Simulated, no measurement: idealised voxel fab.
Documented hereafter: the process module known as voxel gate over fins.
Square cells of 5 nm make up the cross-section cut, whose width is 220 nm.
A cross-section in this document is a grid of square cells, and it is written down as bands, the top band listed before the ones below it; a band is made up of one or more rows of cells. Band: top and bottom heights (nm) first, top before bottom; then materials from left to right, widths in nm. "full width" marks a sole material filling the band edge to edge. "empty" denotes empty space. Heads up on the height convention: 0 is the point under which the incoming wafer is all one material, and the lowest band has no bottom, it just keeps going down, like "0 and below". Width spec "30..40" -> top row of cells at first value, bottom row at second value, equal per-row change in between. Given "same as before" for a step, no cell of the cross-section differs between before and after that step. Basically, "Enclosed void listing" tells you about the enclosed voids: empty spaces with no open way to the top, 8 cells or bigger, each written width x height at distance, where distance is from the left edge, all in nm. If you see something after the settings on a step's line, that's the simulator's own remark about that step. The "overlay nm" setting may appear on a step's line; for a step that uses a mask, it gives how far to the right of its planned position the mask lay, and a negative value indicates the left.

## So here's the lineup of process steps we planned
| 1 | RECEIVE | material Si |
| 2 | CONFORMAL_DEP | material SiN | thk nm 10 |
| 3 | PATTERN | tone cover | mask id FINS | material resist | width nm 15 | pitch nm 50 | thk nm 15 | overlay nm 0 |
| 4 | DIRECTIONAL_ETCH | etch materials SiN | depth nm 10 |
| 5 | DIRECTIONAL_ETCH | etch materials Si | depth nm 35 |
| 6 | STRIP | etch materials resist |
| 7 | OXIDIZE | depth nm 5 |
| 8 | FILL_DEP | material SiO2 | thk nm 10 |
| 9 | CMP | height nm 10 |
| 10 | PATTERN | tone open | mask id RAIL | material resist | width nm 15 | thk nm 20 | overlay nm 0 |
| 11 | DIRECTIONAL_ETCH | etch materials SiO2 | depth nm 40 |
| 12 | STRIP | etch materials resist |
| 13 | CONFORMAL_DEP | material TiN | thk nm 5 |
| 14 | FILL_DEP | material W | thk nm 5 |
| 15 | CMP | height nm 10 |
| 16 | SELECTIVE_ETCH | etch materials W Ru TiN | depth nm 30 |
| 17 | FILL_DEP | material SiO2 | thk nm 5 |
| 18 | CMP | height nm 10 |
| 19 | SELECTIVE_ETCH | etch materials SiO2 | depth nm 25 |
| 20 | STRIP | etch materials SiN |
| 21 | CONFORMAL_DEP | material HfO2 | thk nm 5 |
| 22 | CONFORMAL_DEP | material TiN | thk nm 5 |
| 23 | FILL_DEP | material W | thk nm 15 |
| 24 | CMP | height nm 20 |
| 25 | CONFORMAL_DEP | material SiCN | thk nm 10 |

## First of the two wafers, run per plan

## The cross-section here shows the wafer as received, i.e. in its state after step 1
  0 and below: Si full width
  Enclosed void listing: none

## The wafer, seen in cross-section, after step 2
  10 down to 0: SiN full width
  Below 0, no change.

## The wafer, seen in cross-section, after step 3
  25 down to 10: 25 of empty, then 15 of resist, then 35 of empty, then 15 of resist, then 35 of empty, then 15 of resist, then 35 of empty, then 15 of resist, then 30 of empty
  Below 10, no change.

## The wafer, seen in cross-section, after step 4
  25 down to 10: 25 of empty, then 15 of resist, then 35 of empty, then 15 of resist, then 35 of empty, then 15 of resist, then 35 of empty, then 15 of resist, then 30 of empty
  10 down to 0: 25 of empty, then 15 of SiN, then 35 of empty, then 15 of SiN, then 35 of empty, then 15 of SiN, then 35 of empty, then 15 of SiN, then 30 of empty
  Below 0, no change.

## The wafer, seen in cross-section, after step 5
  25 down to 10: 25 of empty, then 15 of resist, then 35 of empty, then 15 of resist, then 35 of empty, then 15 of resist, then 35 of empty, then 15 of resist, then 30 of empty
  10 down to 0: 25 of empty, then 15 of SiN, then 35 of empty, then 15 of SiN, then 35 of empty, then 15 of SiN, then 35 of empty, then 15 of SiN, then 30 of empty
  0 down to -35: 25 of empty, then 15 of Si, then 35 of empty, then 15 of Si, then 35 of empty, then 15 of Si, then 35 of empty, then 15 of Si, then 30 of empty
  Below -35, no change.

## The wafer, seen in cross-section, after step 6
  10 down to 0: 25 of empty, then 15 of SiN, then 35 of empty, then 15 of SiN, then 35 of empty, then 15 of SiN, then 35 of empty, then 15 of SiN, then 30 of empty
  Below 0, no change.

## The wafer, seen in cross-section, after step 7
  10 down to 0: 25 of empty, then 15 of SiN, then 35 of empty, then 15 of SiN, then 35 of empty, then 15 of SiN, then 35 of empty, then 15 of SiN, then 30 of empty
  0 down to -35: 25 of empty, then 5 of SiO2, then 5 of Si, then 5 of SiO2, then 35 of empty, then 5 of SiO2, then 5 of Si, then 5 of SiO2, then 35 of empty, then 5 of SiO2, then 5 of Si, then 5 of SiO2, then 35 of empty, then 5 of SiO2, then 5 of Si, then 5 of SiO2, then 30 of empty
  -35 down to -40: 30 of SiO2, then 5 of Si, then 45 of SiO2, then 5 of Si, then 45 of SiO2, then 5 of Si, then 45 of SiO2, then 5 of Si, then 35 of SiO2
  Below -40, no change.

## The wafer, seen in cross-section, after step 8
  20 down to 10: SiO2 full width
  10 down to 0: 25 of SiO2, then 15 of SiN, then 35 of SiO2, then 15 of SiN, then 35 of SiO2, then 15 of SiN, then 35 of SiO2, then 15 of SiN, then 30 of SiO2
  0 down to -40: 30 of SiO2, then 5 of Si, then 45 of SiO2, then 5 of Si, then 45 of SiO2, then 5 of Si, then 45 of SiO2, then 5 of Si, then 35 of SiO2
  Below -40, no change.

## The wafer, seen in cross-section, after step 9
  10 down to 0: 25 of SiO2, then 15 of SiN, then 35 of SiO2, then 15 of SiN, then 35 of SiO2, then 15 of SiN, then 35 of SiO2, then 15 of SiN, then 30 of SiO2
  Below 0, no change.

## The wafer, seen in cross-section, after step 10
  30 down to 10: 50 of resist, then 15 of empty, then 155 of resist
  Below 10, no change.

## The wafer, seen in cross-section, after step 11
  30 down to 10: 50 of resist, then 15 of empty, then 155 of resist
  10 down to 0: 25 of SiO2, then 15 of SiN, then 10 of SiO2, then 15 of empty, then 10 of SiO2, then 15 of SiN, then 35 of SiO2, then 15 of SiN, then 35 of SiO2, then 15 of SiN, then 30 of SiO2
  0 down to -30: 30 of SiO2, then 5 of Si, then 15 of SiO2, then 15 of empty, then 15 of SiO2, then 5 of Si, then 45 of SiO2, then 5 of Si, then 45 of SiO2, then 5 of Si, then 35 of SiO2
  Below -30, no change.

## The wafer, seen in cross-section, after step 12
  10 down to 0: 25 of SiO2, then 15 of SiN, then 10 of SiO2, then 15 of empty, then 10 of SiO2, then 15 of SiN, then 35 of SiO2, then 15 of SiN, then 35 of SiO2, then 15 of SiN, then 30 of SiO2
  Below 0, no change.

## The wafer, seen in cross-section, after step 13
  15 down to 10: 55 of TiN, then 5 of empty, then 160 of TiN
  10 down to 0: 25 of SiO2, then 15 of SiN, then 10 of SiO2, then 5 of TiN, then 5 of empty, then 5 of TiN, then 10 of SiO2, then 15 of SiN, then 35 of SiO2, then 15 of SiN, then 35 of SiO2, then 15 of SiN, then 30 of SiO2
  0 down to -25: 30 of SiO2, then 5 of Si, then 15 of SiO2, then 5 of TiN, then 5 of empty, then 5 of TiN, then 15 of SiO2, then 5 of Si, then 45 of SiO2, then 5 of Si, then 45 of SiO2, then 5 of Si, then 35 of SiO2
  -25 down to -30: 30 of SiO2, then 5 of Si, then 15 of SiO2, then 15 of TiN, then 15 of SiO2, then 5 of Si, then 45 of SiO2, then 5 of Si, then 45 of SiO2, then 5 of Si, then 35 of SiO2
  Below -30, no change.

## The wafer, seen in cross-section, after step 14
  20 down to 15: W full width
  15 down to 10: 55 of TiN, then 5 of W, then 160 of TiN
  10 down to 0: 25 of SiO2, then 15 of SiN, then 10 of SiO2, then 5 of TiN, then 5 of W, then 5 of TiN, then 10 of SiO2, then 15 of SiN, then 35 of SiO2, then 15 of SiN, then 35 of SiO2, then 15 of SiN, then 30 of SiO2
  0 down to -25: 30 of SiO2, then 5 of Si, then 15 of SiO2, then 5 of TiN, then 5 of W, then 5 of TiN, then 15 of SiO2, then 5 of Si, then 45 of SiO2, then 5 of Si, then 45 of SiO2, then 5 of Si, then 35 of SiO2
  Below -25, no change.

## The wafer, seen in cross-section, after step 15
  10 down to 0: 25 of SiO2, then 15 of SiN, then 10 of SiO2, then 5 of TiN, then 5 of W, then 5 of TiN, then 10 of SiO2, then 15 of SiN, then 35 of SiO2, then 15 of SiN, then 35 of SiO2, then 15 of SiN, then 30 of SiO2
  Below 0, no change.

## The wafer, seen in cross-section, after step 16
  10 down to 0: 25 of SiO2, then 15 of SiN, then 10 of SiO2, then 15 of empty, then 10 of SiO2, then 15 of SiN, then 35 of SiO2, then 15 of SiN, then 35 of SiO2, then 15 of SiN, then 30 of SiO2
  0 down to -20: 30 of SiO2, then 5 of Si, then 15 of SiO2, then 15 of empty, then 15 of SiO2, then 5 of Si, then 45 of SiO2, then 5 of Si, then 45 of SiO2, then 5 of Si, then 35 of SiO2
  Below -20, no change.

## The wafer, seen in cross-section, after step 17
  15 down to 10: SiO2 full width
  10 down to 0: 25 of SiO2, then 15 of SiN, then 35 of SiO2, then 15 of SiN, then 35 of SiO2, then 15 of SiN, then 35 of SiO2, then 15 of SiN, then 30 of SiO2
  0 down to -20: 30 of SiO2, then 5 of Si, then 45 of SiO2, then 5 of Si, then 45 of SiO2, then 5 of Si, then 45 of SiO2, then 5 of Si, then 35 of SiO2
  Below -20, no change.

## The wafer, seen in cross-section, after step 18
  10 down to 0: 25 of SiO2, then 15 of SiN, then 35 of SiO2, then 15 of SiN, then 35 of SiO2, then 15 of SiN, then 35 of SiO2, then 15 of SiN, then 30 of SiO2
  Below 0, no change.

## The wafer, seen in cross-section, after step 19
  10 down to 0: 25 of empty, then 15 of SiN, then 35 of empty, then 15 of SiN, then 35 of empty, then 15 of SiN, then 35 of empty, then 15 of SiN, then 30 of empty
  0 down to -15: 30 of empty, then 5 of Si, then 45 of empty, then 5 of Si, then 45 of empty, then 5 of Si, then 45 of empty, then 5 of Si, then 35 of empty
  Below -15, no change.

## The wafer, seen in cross-section, after step 20
  0 down to -15: 30 of empty, then 5 of Si, then 45 of empty, then 5 of Si, then 45 of empty, then 5 of Si, then 45 of empty, then 5 of Si, then 35 of empty
  Below -15, no change.

## The wafer, seen in cross-section, after step 21
  5 down to 0: 25 of empty, then 15 of HfO2, then 35 of empty, then 15 of HfO2, then 35 of empty, then 15 of HfO2, then 35 of empty, then 15 of HfO2, then 30 of empty
  0 down to -10: 25 of empty, then 5 of HfO2, then 5 of Si, then 5 of HfO2, then 35 of empty, then 5 of HfO2, then 5 of Si, then 5 of HfO2, then 35 of empty, then 5 of HfO2, then 5 of Si, then 5 of HfO2, then 35 of empty, then 5 of HfO2, then 5 of Si, then 5 of HfO2, then 30 of empty
  -10 down to -15: 30 of HfO2, then 5 of Si, then 45 of HfO2, then 5 of Si, then 45 of HfO2, then 5 of Si, then 45 of HfO2, then 5 of Si, then 35 of HfO2
  Below -15, no change.

## The wafer, seen in cross-section, after step 22
  10 down to 5: 20 of empty, then 25 of TiN, then 25 of empty, then 25 of TiN, then 25 of empty, then 25 of TiN, then 25 of empty, then 25 of TiN, then 25 of empty
  5 down to 0: 20 of empty, then 5 of TiN, then 15 of HfO2, then 5 of TiN, then 25 of empty, then 5 of TiN, then 15 of HfO2, then 5 of TiN, then 25 of empty, then 5 of TiN, then 15 of HfO2, then 5 of TiN, then 25 of empty, then 5 of TiN, then 15 of HfO2, then 5 of TiN, then 25 of empty
  0 down to -5: 20 of empty, then 5 of TiN, then 5 of HfO2, then 5 of Si, then 5 of HfO2, then 5 of TiN, then 25 of empty, then 5 of TiN, then 5 of HfO2, then 5 of Si, then 5 of HfO2, then 5 of TiN, then 25 of empty, then 5 of TiN, then 5 of HfO2, then 5 of Si, then 5 of HfO2, then 5 of TiN, then 25 of empty, then 5 of TiN, then 5 of HfO2, then 5 of Si, then 5 of HfO2, then 5 of TiN, then 25 of empty
  -5 down to -10: 25 of TiN, then 5 of HfO2, then 5 of Si, then 5 of HfO2, then 35 of TiN, then 5 of HfO2, then 5 of Si, then 5 of HfO2, then 35 of TiN, then 5 of HfO2, then 5 of Si, then 5 of HfO2, then 35 of TiN, then 5 of HfO2, then 5 of Si, then 5 of HfO2, then 30 of TiN
  Below -10, no change.

## The wafer, seen in cross-section, after step 23
  25 down to 10: W full width
  10 down to 5: 20 of W, then 25 of TiN, then 25 of W, then 25 of TiN, then 25 of W, then 25 of TiN, then 25 of W, then 25 of TiN, then 25 of W
  5 down to 0: 20 of W, then 5 of TiN, then 15 of HfO2, then 5 of TiN, then 25 of W, then 5 of TiN, then 15 of HfO2, then 5 of TiN, then 25 of W, then 5 of TiN, then 15 of HfO2, then 5 of TiN, then 25 of W, then 5 of TiN, then 15 of HfO2, then 5 of TiN, then 25 of W
  0 down to -5: 20 of W, then 5 of TiN, then 5 of HfO2, then 5 of Si, then 5 of HfO2, then 5 of TiN, then 25 of W, then 5 of TiN, then 5 of HfO2, then 5 of Si, then 5 of HfO2, then 5 of TiN, then 25 of W, then 5 of TiN, then 5 of HfO2, then 5 of Si, then 5 of HfO2, then 5 of TiN, then 25 of W, then 5 of TiN, then 5 of HfO2, then 5 of Si, then 5 of HfO2, then 5 of TiN, then 25 of W
  Below -5, no change.

## The wafer, seen in cross-section, after step 24
  20 down to 10: W full width
  Below 10, no change.

## The wafer, seen in cross-section, after step 25
  30 down to 20: SiCN full width
  Below 20, no change.

## Wafer two of two - same starting point, same process plan, one mistake in execution; matches wafer one up to and including step 18

## Second wafer cross-section, taken as of the time the plan sets for step 19 to be done
  10 down to 0: 25 of empty, then 15 of SiN, then 35 of empty, then 15 of SiN, then 35 of empty, then 15 of SiN, then 35 of empty, then 15 of SiN, then 30 of empty
  0 down to -5: 30 of empty, then 5 of Si, then 45 of empty, then 5 of Si, then 45 of empty, then 5 of Si, then 45 of empty, then 5 of Si, then 35 of empty
  Below -5, no change.

## Second wafer cross-section, taken as of the time the plan sets for step 20 to be done
  0 down to -5: 30 of empty, then 5 of Si, then 45 of empty, then 5 of Si, then 45 of empty, then 5 of Si, then 45 of empty, then 5 of Si, then 35 of empty
  Below -5, no change.

## Second wafer cross-section, taken as of the time the plan sets for step 21 to be done
  5 down to 0: 25 of empty, then 15 of HfO2, then 35 of empty, then 15 of HfO2, then 35 of empty, then 15 of HfO2, then 35 of empty, then 15 of HfO2, then 30 of empty
  0 down to -5: 30 of HfO2, then 5 of Si, then 45 of HfO2, then 5 of Si, then 45 of HfO2, then 5 of Si, then 45 of HfO2, then 5 of Si, then 35 of HfO2
  Below -5, no change.

## Second wafer cross-section, taken as of the time the plan sets for step 22 to be done
  10 down to 5: 20 of empty, then 25 of TiN, then 25 of empty, then 25 of TiN, then 25 of empty, then 25 of TiN, then 25 of empty, then 25 of TiN, then 25 of empty
  5 down to 0: 25 of TiN, then 15 of HfO2, then 35 of TiN, then 15 of HfO2, then 35 of TiN, then 15 of HfO2, then 35 of TiN, then 15 of HfO2, then 30 of TiN
  Below 0, no change.

## Second wafer cross-section, taken as of the time the plan sets for step 23 to be done
  25 down to 10: W full width
  10 down to 5: 20 of W, then 25 of TiN, then 25 of W, then 25 of TiN, then 25 of W, then 25 of TiN, then 25 of W, then 25 of TiN, then 25 of W
  Below 5, no change.

## Second wafer cross-section, taken as of the time the plan sets for step 24 to be done
  20 down to 10: W full width
  Below 10, no change.

## Second wafer cross-section, taken as of the time the plan sets for step 25 to be done
  30 down to 20: SiCN full width
  Below 20, no change.
Misprocessing identified: in deviation from the planned setting, step 19 was conducted as SELECTIVE_ETCH | etch materials SiO2 | depth nm 15
End of process, cell counts, second wafer against first, materials with more or fewer: HfO2: 16 fewer; SiO2: 80 more; TiN: 16 fewer; W: 48 fewer
